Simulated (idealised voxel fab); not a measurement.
This is a process module. Its name is voxel self aligned vias.
Section cut is 235 nm wide and gridded with 5 nm square cells.
This document writes a cross-section as a grid whose cells are square, and gives it as bands, listed from the top down; one or more rows of cells form a band. Heights first: top, then bottom, in nm. Then materials, left to right, each with a width in nm. "all across" on a single material: fills the band edge to edge. "empty": empty space. Heights are measured from 0, the level below which the as-received wafer is all one material; the lowest band has no bottom and continues downward, written as in "0 down". The expression "30->40" gives the width at the extremes of the band, the first number at its top row of cells and the second at its bottom row, with the width changing by equal amounts from each row to the next in between. "no alterations made" means the step left every cell of the cross-section as it was. This entry, "Completely sealed voids", enumerates those empty regions of no fewer than 8 cells that possess no open connection to the top. Each region is reported in the form width x height at distance, the distance being taken from the left edge, with all three quantities expressed in nm. Note: text after step settings on the step line = simulator remark on that step. "overlay nm", when on a step's line for a step with a mask, measures how far to the right of its planned place the mask lay; a negative measure means to the left.
[plan]
1,RECEIVE: material Si
2,CONFORMAL_DEP: material SiO2, thk nm 15
3,CONFORMAL_DEP: material SiCN, thk nm 5
4,DIRECTIONAL_DEP: material SiO2, thk nm 30
5,MASKED_ETCH: tone open, mask id LINES, width nm 30, pitch nm 65, etch materials SiO2, depth nm 30, overlay nm 0
6,CONFORMAL_DEP: material TiN, thk nm 5
7,FILL_DEP: material Ru, thk nm 10
8,CMP: height nm 50
9,SELECTIVE_ETCH: etch materials W Ru TiN, depth nm 5
10,FILL_DEP: material SiN, thk nm 5
11,CMP: height nm 50
12,DIRECTIONAL_DEP: material SiO2, thk nm 20
13,DIRECTIONAL_DEP: material aC, thk nm 10
14,PATTERN: tone open, mask id VIAS, material resist, width nm 40, pitch nm 65, thk nm 25, overlay nm 0
15,DIRECTIONAL_ETCH: etch materials aC, depth nm 10
16,STRIP: etch materials resist
17,DIRECTIONAL_ETCH: etch materials SiO2, depth nm 20
18,DIRECTIONAL_ETCH: etch materials SiN, depth nm 5
19,STRIP: etch materials aC
20,CONFORMAL_DEP: material TiN, thk nm 5
21,FILL_DEP: material W, thk nm 5
22,CMP: height nm 70
23,CONFORMAL_DEP: material SiN, thk nm 5
[As-received state of the wafer in cross-section, equivalent to post-step 1]
  0 down  Si all across
  Completely sealed voids: none
[Cross-section, first of two wafers, end of module, run as planned]
  75 to 70  SiN all across
  70 to 55  SiO2: 65 / TiN: 5 / W: 30 / TiN: 5 / SiO2: 25 / TiN: 5 / W: 30 / TiN: 5 / SiO2: 65
  55 to 50  SiO2: 65 / TiN: 10 / W: 20 / TiN: 10 / SiO2: 25 / TiN: 10 / W: 20 / TiN: 10 / SiO2: 65
  50 to 45  SiO2: 70 / TiN: 30 / SiO2: 35 / TiN: 30 / SiO2: 70
  45 to 25  SiO2: 70 / TiN: 5 / Ru: 20 / TiN: 5 / SiO2: 35 / TiN: 5 / Ru: 20 / TiN: 5 / SiO2: 70
  25 to 20  SiO2: 70 / TiN: 30 / SiO2: 35 / TiN: 30 / SiO2: 70
  20 to 15  SiCN all across
  15 to 0  SiO2 all across
  0 down  Si all across
  Completely sealed voids: none
[Second wafer of the two, sectioned at the end of the module. It began like the first and followed the same plan, but one mistake was made while running it]
  75 to 70  SiN all across
  70 to 50  SiO2: 65 / TiN: 5 / W: 30 / TiN: 5 / SiO2: 25 / TiN: 5 / W: 30 / TiN: 5 / SiO2: 65
  50 to 45  SiN: 65 / TiN: 40 / SiN: 25 / TiN: 40 / SiN: 65
  45 to 40  Ru all across
  40 to 35  TiN: 75 / Ru: 20 / TiN: 45 / Ru: 20 / TiN: 75
  35 to 10  SiO2: 70 / TiN: 5 / Ru: 20 / TiN: 5 / SiO2: 35 / TiN: 5 / Ru: 20 / TiN: 5 / SiO2: 70
  10 to 5  SiO2: 70 / TiN: 30 / SiO2: 35 / TiN: 30 / SiO2: 70
  5 to 0  SiCN all across
  0 down  Si all across
  Completely sealed voids: none
Want to know what went wrong? step 2 of the plan was excluded from execution and never run
at the end the second wafer has, in cells: Ru +63, SiN +31, SiO2 -141, TiN +43, W +4
